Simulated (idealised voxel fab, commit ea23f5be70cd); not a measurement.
The document below concerns the process module designated voxel spacer lines.
The cross-section on display is named cut; it measures 160 nm wide, and its cells are 5 nm squares.
Bands, listed from the top down, are how a cross-section gets written in this document; the cross-section itself is a grid of square cells, and a band is one or more rows of them. Each band's line starts with the height of the band's top and of its bottom, in nm. Then come its materials from left to right, each with its width in nm. One material with "edge to edge" fills the band from edge to edge. "air" is empty space. Where do heights start? At 0: under that level the wafer as delivered is made of one material only. And the lowest band has no floor; it just carries on downward, as in "0 -> down". Per-row width for "30->40": begins at first number (top row of band), ends at second number (bottom row), increment between rows held constant. No cell of the cross-section changed in a step that is given as "nothing changed". Enclosed voids (no open way to top), threshold 8 cells or more, entry "Closed internal voids", notation width x height at distance, distance from left edge, nm. Past the settings on a step's line: simulator remark, on that step. The optional step-line setting "overlay nm" applies to steps with a mask and quantifies how far to the right of its planned location the mask lay, a negative value indicating leftward placement.
Listed below are the process steps as planned:
| 1 | RECEIVE | material Si |
| 2 | CONFORMAL_DEP | material Al2O3 | thk nm 5 |
| 3 | DIRECTIONAL_DEP | material TiN | thk nm 15 |
| 4 | DIRECTIONAL_DEP | material polySi | thk nm 20 |
| 5 | PATTERN | tone cover | mask id MANDREL | material resist | width nm 15 | pitch nm 80 | thk nm 30 | overlay nm 0 |
| 6 | DIRECTIONAL_ETCH | etch materials polySi | depth nm 20 |
| 7 | STRIP | etch materials resist |
| 8 | CONFORMAL_DEP | material SiO2 | thk nm 15 |
| 9 | DIRECTIONAL_ETCH | etch materials SiO2 | depth nm 15 |
| 10 | STRIP | etch materials polySi |
| 11 | DIRECTIONAL_ETCH | etch materials TiN | depth nm 15 |
| 12 | STRIP | etch materials SiO2 |
| 13 | FILL_DEP | material lowk | thk nm 10 |
| 14 | CMP | height nm 20 |
The value of width nm given for step 5 in the plan refers to the first wafer; the wafers vary in this setting and are alike at the start.
First wafer as received, after step 1:
> 0 -> down  Si edge to edge
> Closed internal voids: none
Each row below is a wafer at the end of the module, listing for every material the number of cells it has gained (+) or lost (-) since it was received, followed by its closed voids:
width nm 15; +32 Al2O3; +36 TiN; +60 lowk; Closed internal voids: none
width nm 20; +32 Al2O3; +36 TiN; +60 lowk; Closed internal voids: none
width nm 25; +32 Al2O3; +36 TiN; +60 lowk; Closed internal voids: none
width nm 30; +32 Al2O3; +36 TiN; +60 lowk; Closed internal voids: none
width nm 35; +32 Al2O3; +36 TiN; +60 lowk; Closed internal voids: none
width nm 40; +32 Al2O3; +36 TiN; +60 lowk; Closed internal voids: none
